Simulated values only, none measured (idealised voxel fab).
Process module in this document: voxel capacitor over wiring
cross-section cut | 240 nm wide | cells 5 nm
Cross-section = grid of square cells, listed top down in bands; band = one or more rows. What a band's entry tells you: where the top is and where the bottom is, as heights in nm, and after that what lies inside, material by material from left to right, each with its width in nm. Empty space is written as the word "air", and a single material marked with the word "everywhere" occupies the band from edge to edge. A quick word on heights: they are counted from 0, and under that level the wafer as it came to us is one material throughout. The lowest band is different from the rest in having no bottom; it simply continues downward, written as in "0 and below". Width spec "30..40" -> top row of cells at first value, bottom row at second value, equal per-row change in between. Reading "nothing was modified" for a step: not a cell of the cross-section changed in it. Each empty space that has no open way to the top and spans at least 8 cells appears under "Enclosed internal voids" as width x height at distance, the distance counted from the left edge, all in nm. Note: text after step settings on the step line = simulator remark on that step. overlay nm: on a step with a mask, how far right of its planned place the mask lay; negative means left.
# Process steps - plan
- 1: RECEIVE | material Si
- 2: CONFORMAL_DEP | material SiO2 | thk nm 10
- 3: DIRECTIONAL_DEP | material TiN | thk nm 5
- 4: DIRECTIONAL_DEP | material W | thk nm 15
- 5: DIRECTIONAL_DEP | material aC | thk nm 10
- 6: PATTERN | tone cover | mask id METAL_1 | material resist | width nm 30 | pitch nm 95 | thk nm 25 | overlay nm 0
- 7: DIRECTIONAL_ETCH | etch materials aC | depth nm 10
- 8: STRIP | etch materials resist
- 9: DIRECTIONAL_ETCH | etch materials W | depth nm 15
- 10: DIRECTIONAL_ETCH | etch materials TiN | depth nm 5
- 11: STRIP | etch materials aC
- 12: CONFORMAL_DEP | material SiN | thk nm 5
- 13: FILL_DEP | material lowk | thk nm 5
- 14: CMP | height nm 30
- 15: CONFORMAL_DEP | material SiCN | thk nm 5
- 16: DIRECTIONAL_DEP | material lowk | thk nm 10
- 17: PATTERN | tone open | mask id PLUG_1 | material resist | width nm 15 | thk nm 20 | overlay nm 0
- 18: DIRECTIONAL_ETCH | etch materials lowk | depth nm 10
- 19: DIRECTIONAL_ETCH | etch materials SiCN | depth nm 5
- 20: STRIP | etch materials resist
- 21: CONFORMAL_DEP | material TiN | thk nm 5
- 22: FILL_DEP | material Ru | thk nm 5
- 23: CMP | height nm 45
- 24: DIRECTIONAL_DEP | material TiN | thk nm 5
- 25: DIRECTIONAL_DEP | material Al2O3 | thk nm 5
- 26: DIRECTIONAL_DEP | material TiN | thk nm 5
- 27: DIRECTIONAL_DEP | material aC | thk nm 15
- 28: PATTERN | tone cover | mask id UPPER_PLATE | material resist | width nm 70 | thk nm 35 | overlay nm 0
- 29: DIRECTIONAL_ETCH | etch materials aC | depth nm 15
- 30: STRIP | etch materials resist
- 31: DIRECTIONAL_ETCH | etch materials TiN | depth nm 5
- 32: DIRECTIONAL_ETCH | etch materials Al2O3 | depth nm 5
- 33: STRIP | etch materials aC
- 34: MASKED_ETCH | tone cover | mask id LOWER_PLATE | width nm 80 | etch materials TiN | depth nm 5 | overlay nm 0
- 35: FILL_DEP | material SiO2 | thk nm 20
- 36: CMP | height nm 75
- 37: MASKED_ETCH | tone open | mask id PLUG_2 | width nm 15 | etch materials SiO2 | depth nm 15 | overlay nm 0
- 38: CONFORMAL_DEP | material TiN | thk nm 5
- 39: FILL_DEP | material Ru | thk nm 5
- 40: CMP | height nm 75
- 41: CONFORMAL_DEP | material SiN | thk nm 5
# Shown in cross-section is the wafer as received, that is, as it stands after step 1
    0 and below | Si everywhere
    Enclosed internal voids: none
# first wafer at the end, as planned
    80 down to 75 | SiN everywhere
    75 down to 65 | SiO2 80 nm, then TiN 5 nm, then Ru 5 nm, then TiN 5 nm, then SiO2 145 nm
    65 down to 55 | SiO2 80..70 nm, then TiN 15..70 nm, then SiO2 145..100 nm
    55 down to 50 | SiO2 70 nm, then Al2O3 70 nm, then SiO2 100 nm
    50 down to 45 | SiO2 65 nm, then TiN 80 nm, then SiO2 95 nm
    45 down to 35 | lowk 70 nm, then TiN 5 nm, then Ru 5 nm, then TiN 5 nm, then lowk 155 nm
    35 down to 30 | SiCN 70 nm, then TiN 15 nm, then SiCN 155 nm
    30 down to 15 | lowk 50 nm, then SiN 5 nm, then W 30 nm, then SiN 5 nm, then lowk 55 nm, then SiN 5 nm, then W 30 nm, then SiN 5 nm, then lowk 55 nm
    15 down to 10 | SiN 55 nm, then TiN 30 nm, then SiN 65 nm, then TiN 30 nm, then SiN 60 nm
    10 down to 0 | SiO2 everywhere
    0 and below | Si everywhere
    Enclosed internal voids: none
# Wafer two cross-section, module end. Start and plan unchanged from wafer one; one mistake made during the run
    80 down to 75 | SiN everywhere
    75 down to 65 | SiO2 80 nm, then TiN 5 nm, then Ru 5 nm, then TiN 5 nm, then SiO2 145 nm
    65 down to 55 | SiO2 80 nm, then TiN 15..65 nm, then SiO2 145..95 nm
    55 down to 50 | SiO2 80 nm, then Al2O3 70 nm, then SiO2 90 nm
    50 down to 45 | SiO2 65 nm, then TiN 85 nm, then SiO2 90 nm
    45 down to 35 | lowk 70 nm, then TiN 5 nm, then Ru 5 nm, then TiN 5 nm, then lowk 155 nm
    35 down to 30 | SiCN 70 nm, then TiN 15 nm, then SiCN 155 nm
    30 down to 15 | lowk 50 nm, then SiN 5 nm, then W 30 nm, then SiN 5 nm, then lowk 55 nm, then SiN 5 nm, then W 30 nm, then SiN 5 nm, then lowk 55 nm
    15 down to 10 | SiN 55 nm, then TiN 30 nm, then SiN 65 nm, then TiN 30 nm, then SiN 60 nm
    10 down to 0 | SiO2 everywhere
    0 and below | Si everywhere
    Enclosed internal voids: none
Want to know what went wrong? so step 28 ended up running with a different setting than we planned, it ran as PATTERN | tone cover | mask id UPPER_PLATE | material resist | width nm 70 | thk nm 35 | overlay nm 10
Cell counts per material: same on both final wafers. Positions: different.
